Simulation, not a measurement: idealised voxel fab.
Process module, titled voxel wiring stack
Displayed cross-section: cut, width of 240 nm, square cells sized 5 nm.
When this document writes out a cross-section, it uses a grid of square cells and lists it as bands, beginning at the top and moving down, with a band standing for one or more rows of cells. Top height, bottom height, nm. Materials left to right, width each, nm. Single material + "everywhere" = fills band edge to edge. "empty" = empty. It should be noted that heights are counted from 0, beneath which the wafer as supplied is of one material throughout, and that the lowest band possesses no lower boundary but continues downward, as written in "0 nm and below". You'd read "30->40" like this: the band's top row of cells is as wide as the first number, its bottom row is as wide as the second, and going down, every row changes width by the same amount as the row before did. A step reported as "no change" is a step in which no cell of the cross-section changed. The list in "Cavities, sealed" covers empty spaces of 8 cells or more that cannot reach the top through any open way, and it gives each as width x height at distance; the distance is from the left edge, and width, height and distance are in nm. If you see something after the settings on a step's line, that's the simulator's own remark about that step. When a step includes a mask, the "overlay nm" setting on its line states how far to the right of its planned place that mask lay, and negative values state how far to the left.

## Process steps foreseen in the plan
1,RECEIVE with material Si
2,CONFORMAL_DEP with material SiO2, thk nm 15
3,CONFORMAL_DEP with material SiN, thk nm 5
4,DIRECTIONAL_DEP with material SiO2, thk nm 20
5,MASKED_ETCH with tone open, mask id METAL_1, width nm 30, pitch nm 50, etch materials SiO2, depth nm 20, overlay nm 0
6,MASKED_ETCH with tone open, mask id METAL_1, width nm 30, pitch nm 50, etch materials SiN, depth nm 5, overlay nm 0
7,CONFORMAL_DEP with material TiN, thk nm 5
8,FILL_DEP with material Cu, thk nm 5
9,CMP with height nm 40
10,CONFORMAL_DEP with material SiCN, thk nm 5
11,DIRECTIONAL_DEP with material SiO2, thk nm 15
12,PATTERN with tone open, mask id PLUG_1, material resist, width nm 15, pitch nm 50, thk nm 15, overlay nm 0
13,DIRECTIONAL_ETCH with etch materials SiO2, depth nm 15
14,DIRECTIONAL_ETCH with etch materials SiCN, depth nm 5
15,STRIP with etch materials resist
16,CONFORMAL_DEP with material TiN, thk nm 5
17,FILL_DEP with material Ru, thk nm 5
18,CMP with height nm 60
19,DIRECTIONAL_DEP with material TiN, thk nm 5
20,DIRECTIONAL_DEP with material Ru, thk nm 20
21,DIRECTIONAL_DEP with material aC, thk nm 10
22,PATTERN with tone cover, mask id METAL_2, material resist, width nm 30, pitch nm 50, thk nm 25, overlay nm 0
23,DIRECTIONAL_ETCH with etch materials aC, depth nm 10
24,STRIP with etch materials resist
25,DIRECTIONAL_ETCH with etch materials Ru, depth nm 20
26,DIRECTIONAL_ETCH with etch materials TiN, depth nm 5
27,STRIP with etch materials aC
28,CONFORMAL_DEP with material SiCN, thk nm 5
29,FILL_DEP with material lowk, thk nm 5
30,CMP with height nm 75
31,CONFORMAL_DEP with material SiCN, thk nm 5
32,DIRECTIONAL_DEP with material SiO2, thk nm 30
33,PATTERN with tone open, mask id METAL_3_HOLES, material resist, width nm 15, pitch nm 100, thk nm 15, overlay nm 0
34,DIRECTIONAL_ETCH with etch materials SiO2, depth nm 30
35,STRIP with etch materials resist
36,PATTERN with tone open, mask id METAL_3, material resist, width nm 30, pitch nm 50, thk nm 20, overlay nm 0
37,DIRECTIONAL_ETCH with etch materials SiO2, depth nm 20
38,DIRECTIONAL_ETCH with etch materials SiCN, depth nm 5
39,STRIP with etch materials resist
40,CONFORMAL_DEP with material TiN, thk nm 5
41,FILL_DEP with material Cu, thk nm 10
42,CMP with height nm 120
43,CONFORMAL_DEP with material SiCN, thk nm 5
Split variable: height nm, step 30. Plan value = first wafer. Wafers start alike.

## Received condition of the first of several wafers, sectioned: post-step 1
  0 nm and below = Si everywhere
  Cavities, sealed: none

## Cross-section of the first of several wafers, taken after step 43, where the module ends
  125 nm to 120 nm = SiCN everywhere
  120 nm to 115 nm = Cu everywhere
  115 nm to 110 nm = TiN: 35  Cu: 20  TiN: 30  Cu: 20  TiN: 30  Cu: 20  TiN: 30  Cu: 20  TiN: 35
  110 nm to 95 nm = SiO2: 30  TiN: 5  Cu: 20  TiN: 5  SiO2: 20  TiN: 5  Cu: 20  TiN: 5  SiO2: 20  TiN: 5  Cu: 20  TiN: 5  SiO2: 20  TiN: 5  Cu: 20  TiN: 5  SiO2: 30
  95 nm to 90 nm = SiO2: 30  TiN: 5  Cu: 5  TiN: 20  SiO2: 20  TiN: 30  SiO2: 20  TiN: 5  Cu: 5  TiN: 20  SiO2: 20  TiN: 30  SiO2: 30
  90 nm to 80 nm = SiO2: 30  TiN: 5  Cu: 5  TiN: 5  SiO2: 85  TiN: 5  Cu: 5  TiN: 5  SiO2: 95
  80 nm to 75 nm = SiCN: 30  TiN: 15  SiCN: 85  TiN: 15  SiCN: 95
  75 nm to 65 nm = lowk: 25  SiCN: 5  Ru: 30  SiCN: 5  lowk: 10  SiCN: 5  Ru: 30  SiCN: 5  lowk: 10  SiCN: 5  Ru: 30  SiCN: 5  lowk: 10  SiCN: 5  Ru: 30  SiCN: 5  lowk: 25
  65 nm to 60 nm = SiCN: 30  TiN: 30  SiCN: 20  TiN: 30  SiCN: 20  TiN: 30  SiCN: 20  TiN: 30  SiCN: 30
  60 nm to 45 nm = SiO2: 30  TiN: 5  Ru: 5  TiN: 5  SiO2: 35  TiN: 5  Ru: 5  TiN: 5  SiO2: 35  TiN: 5  Ru: 5  TiN: 5  SiO2: 35  TiN: 5  Ru: 5  TiN: 5  SiO2: 45
  45 nm to 40 nm = SiCN: 30  TiN: 15  SiCN: 35  TiN: 15  SiCN: 35  TiN: 15  SiCN: 35  TiN: 15  SiCN: 45
  40 nm to 20 nm = SiO2: 30  TiN: 5  Cu: 20  TiN: 5  SiO2: 20  TiN: 5  Cu: 20  TiN: 5  SiO2: 20  TiN: 5  Cu: 20  TiN: 5  SiO2: 20  TiN: 5  Cu: 20  TiN: 5  SiO2: 30
  20 nm to 15 nm = SiN: 30  TiN: 30  SiN: 20  TiN: 30  SiN: 20  TiN: 30  SiN: 20  TiN: 30  SiN: 30
  15 nm to 0 nm = SiO2 everywhere
  0 nm and below = Si everywhere
  Cavities, sealed: none

## Cross-sectional view, end of module, last wafer of several
  125 nm to 120 nm = SiCN everywhere
  120 nm to 115 nm = SiO2: 30  TiN: 5  Cu: 20  TiN: 5  SiO2: 20  TiN: 5  Cu: 20  TiN: 5  SiO2: 20  TiN: 5  Cu: 20  TiN: 5  SiO2: 20  TiN: 5  Cu: 20  TiN: 5  SiO2: 30
  115 nm to 110 nm = SiO2: 30  TiN: 5  Cu: 5  TiN: 20  SiO2: 20  TiN: 30  SiO2: 20  TiN: 5  Cu: 5  TiN: 20  SiO2: 20  TiN: 30  SiO2: 30
  110 nm to 100 nm = SiO2: 30  TiN: 5  Cu: 5  TiN: 5  SiO2: 85  TiN: 5  Cu: 5  TiN: 5  SiO2: 95
  100 nm to 95 nm = SiCN: 30  TiN: 15  SiCN: 85  TiN: 15  SiCN: 95
  95 nm to 90 nm = lowk everywhere
  90 nm to 85 nm = lowk: 25  SiCN: 40  lowk: 10  SiCN: 40  lowk: 10  SiCN: 40  lowk: 10  SiCN: 40  lowk: 25
  85 nm to 65 nm = lowk: 25  SiCN: 5  Ru: 30  SiCN: 5  lowk: 10  SiCN: 5  Ru: 30  SiCN: 5  lowk: 10  SiCN: 5  Ru: 30  SiCN: 5  lowk: 10  SiCN: 5  Ru: 30  SiCN: 5  lowk: 25
  65 nm to 60 nm = SiCN: 30  TiN: 30  SiCN: 20  TiN: 30  SiCN: 20  TiN: 30  SiCN: 20  TiN: 30  SiCN: 30
  60 nm to 45 nm = SiO2: 30  TiN: 5  Ru: 5  TiN: 5  SiO2: 35  TiN: 5  Ru: 5  TiN: 5  SiO2: 35  TiN: 5  Ru: 5  TiN: 5  SiO2: 35  TiN: 5  Ru: 5  TiN: 5  SiO2: 45
  45 nm to 40 nm = SiCN: 30  TiN: 15  SiCN: 35  TiN: 15  SiCN: 35  TiN: 15  SiCN: 35  TiN: 15  SiCN: 45
  40 nm to 20 nm = SiO2: 30  TiN: 5  Cu: 20  TiN: 5  SiO2: 20  TiN: 5  Cu: 20  TiN: 5  SiO2: 20  TiN: 5  Cu: 20  TiN: 5  SiO2: 20  TiN: 5  Cu: 20  TiN: 5  SiO2: 30
  20 nm to 15 nm = SiN: 30  TiN: 30  SiN: 20  TiN: 30  SiN: 20  TiN: 30  SiN: 20  TiN: 30  SiN: 30
  15 nm to 0 nm = SiO2 everywhere
  0 nm and below = Si everywhere
  Cavities, sealed: none

## Gained (+) or lost (-) cells of each material since receipt, then closed voids: one row per wafer, at the end of the module
height nm 75 | +182 Cu | +60 Ru | +166 SiCN | +24 SiN | +528 SiO2 | +208 TiN | +32 lowk | Cavities, sealed: none
height nm 80 | +134 Cu | +84 Ru | +174 SiCN | +24 SiN | +528 SiO2 | +208 TiN | +48 lowk | Cavities, sealed: none
height nm 85 | +118 Cu | +108 Ru | +182 SiCN | +24 SiN | +528 SiO2 | +176 TiN | +64 lowk | Cavities, sealed: none
height nm 90 | +102 Cu | +108 Ru | +214 SiCN | +24 SiN | +504 SiO2 | +168 TiN | +80 lowk | Cavities, sealed: none
height nm 95 | +86 Cu | +108 Ru | +214 SiCN | +24 SiN | +480 SiO2 | +160 TiN | +128 lowk | Cavities, sealed: none
